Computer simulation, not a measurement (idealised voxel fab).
Presented below is a process module, voxel wiring stack.
We display cut, a cross-section 240 nm in width whose square cells are each 5 nm.
If you're reading a cross-section in this doc, picture square cells in a grid; it comes to you as bands, top ones listed first down to the bottom, and a band can be one or more rows of cells.
Top, bottom (nm), then materials left to right with widths (nm); lone material tagged "full width" fills the whole band edge to edge; "blank" = empty space.
Height reference: 0 = level under which incoming wafer is all one material. Lowest band: no bottom, runs on downward, e.g. "0 and below".
So if you see something like "30..40" for the width, read it as the top row of the band sitting at the first number and the bottom row at the second, with every row in between moving by the same amount as the last.
Step marked "no change occurred"? Then no cell in the cross-section changed in it.
Each empty space that has no open way to the top and spans at least 8 cells appears under "Closed void roster" as width x height at distance, the distance counted from the left edge, all in nm.
Step line, after settings: the simulator's comment on this step.
The line of a step may include "overlay nm". On a step with a mask, this value is how far to the right of its planned place the mask lay. A negative value means the mask lay to the left.

# Steps planned for the process
- 1: RECEIVE, material Si
- 2: CONFORMAL_DEP, material SiO2, thk nm 10
- 3: DIRECTIONAL_DEP, material TiN, thk nm 5
- 4: DIRECTIONAL_DEP, material Ru, thk nm 15
- 5: PATTERN, tone cover, mask id METAL_1, material resist, width nm 25, pitch nm 40, thk nm 15, overlay nm 0
- 6: DIRECTIONAL_ETCH, etch materials Ru, depth nm 15
- 7: DIRECTIONAL_ETCH, etch materials TiN, depth nm 5
- 8: STRIP, etch materials resist
- 9: CONFORMAL_DEP, material SiN, thk nm 5
- 10: FILL_DEP, material SiO2, thk nm 10
- 11: CMP, height nm 30
- 12: CONFORMAL_DEP, material SiCN, thk nm 5
- 13: DIRECTIONAL_DEP, material SiO2, thk nm 35
- 14: MASKED_ETCH, tone open, mask id METAL_2, width nm 25, pitch nm 40, etch materials SiO2, depth nm 20, overlay nm 0
- 15: DIRECTIONAL_DEP, material aC, thk nm 15
- 16: PATTERN, tone open, mask id METAL_2_HOLES, material resist, width nm 15, pitch nm 40, thk nm 30, overlay nm 0
- 17: DIRECTIONAL_ETCH, etch materials aC, depth nm 15
- 18: STRIP, etch materials resist
- 19: DIRECTIONAL_ETCH, etch materials SiO2, depth nm 15
- 20: DIRECTIONAL_ETCH, etch materials SiCN, depth nm 5
- 21: STRIP, etch materials aC
- 22: CONFORMAL_DEP, material TiN, thk nm 5
- 23: FILL_DEP, material Cu, thk nm 10
- 24: CMP, height nm 70
- 25: CONFORMAL_DEP, material SiCN, thk nm 5
- 26: DIRECTIONAL_DEP, material lowk, thk nm 20
- 27: PATTERN, tone open, mask id PLUG_2, material resist, width nm 15, pitch nm 80, thk nm 20, overlay nm 0
- 28: DIRECTIONAL_ETCH, etch materials lowk, depth nm 20
- 29: DIRECTIONAL_ETCH, etch materials SiCN, depth nm 5
- 30: STRIP, etch materials resist
- 31: EPI, material Ru, thk nm 10
- 32: EPI, material Ru, thk nm 10
- 33: EPI, material Ru, thk nm 5
- 34: DIRECTIONAL_DEP, material TiN, thk nm 5
- 35: DIRECTIONAL_DEP, material W, thk nm 15
- 36: PATTERN, tone cover, mask id METAL_3, material resist, width nm 25, pitch nm 40, thk nm 20, overlay nm 0
- 37: DIRECTIONAL_ETCH, etch materials W, depth nm 15
- 38: DIRECTIONAL_ETCH, etch materials TiN, depth nm 5
- 39: STRIP, etch materials resist
- 40: CONFORMAL_DEP, material SiCN, thk nm 5
- 41: FILL_DEP, material SiO2, thk nm 10
- 42: CMP, height nm 115
- 43: CONFORMAL_DEP, material SiCN, thk nm 5

# Cross-section of the wafer as it came to us, i.e., already through step 1
  0 and below  Si full width
  Closed void roster: none

# Cross-sectional result after module completion. Note: starting condition and plan are unchanged from above; one processing mistake was made
  120 down to 115  SiCN full width
  115 down to 100  SiO2: 40, SiCN: 5, W: 25, SiCN: 5, SiO2: 5, SiCN: 5, W: 25, SiCN: 5, SiO2: 5, SiCN: 5, W: 25, SiCN: 5, SiO2: 5, SiCN: 5, W: 25, SiCN: 5, SiO2: 45
  100 down to 95  SiCN: 45, TiN: 25, SiCN: 15, TiN: 25, SiCN: 15, TiN: 25, SiCN: 15, TiN: 25, SiCN: 50
  95 down to 75  lowk: 45, Ru: 15, lowk: 65, Ru: 15, lowk: 100
  75 down to 70  SiCN: 45, Ru: 15, SiCN: 65, Ru: 15, SiCN: 100
  70 down to 55  SiO2: 45, TiN: 5, Cu: 15, TiN: 5, SiO2: 15, TiN: 5, Cu: 15, TiN: 5, SiO2: 15, TiN: 5, Cu: 15, TiN: 5, SiO2: 15, TiN: 5, Cu: 15, TiN: 5, SiO2: 50
  55 down to 50  SiO2: 45, TiN: 5, Cu: 5, TiN: 15, SiO2: 15, TiN: 5, Cu: 5, TiN: 15, SiO2: 15, TiN: 5, Cu: 5, TiN: 15, SiO2: 15, TiN: 5, Cu: 5, TiN: 15, SiO2: 50
  50 down to 35  SiO2: 45, TiN: 5, Cu: 5, TiN: 5, SiO2: 25, TiN: 5, Cu: 5, TiN: 5, SiO2: 25, TiN: 5, Cu: 5, TiN: 5, SiO2: 25, TiN: 5, Cu: 5, TiN: 5, SiO2: 60
  35 down to 30  SiCN: 45, TiN: 15, SiCN: 25, TiN: 15, SiCN: 25, TiN: 15, SiCN: 25, TiN: 15, SiCN: 60
  30 down to 20  SiO2: 40, SiN: 5, Ru: 25, SiN: 5, SiO2: 5, SiN: 5, Ru: 25, SiN: 5, SiO2: 5, SiN: 5, Ru: 25, SiN: 5, SiO2: 5, SiN: 5, Ru: 25, SiN: 5, SiO2: 45
  20 down to 15  SiN: 45, Ru: 25, SiN: 15, Ru: 25, SiN: 15, Ru: 25, SiN: 15, Ru: 25, SiN: 50
  15 down to 10  aC full width
  10 down to 0  SiO2 full width
  0 and below  Si full width
  Closed void roster: none
Heads up, the wafer didn't run the way we planned it: step 3: run off-plan, actual operation and settings DIRECTIONAL_DEP, material aC, thk nm 5
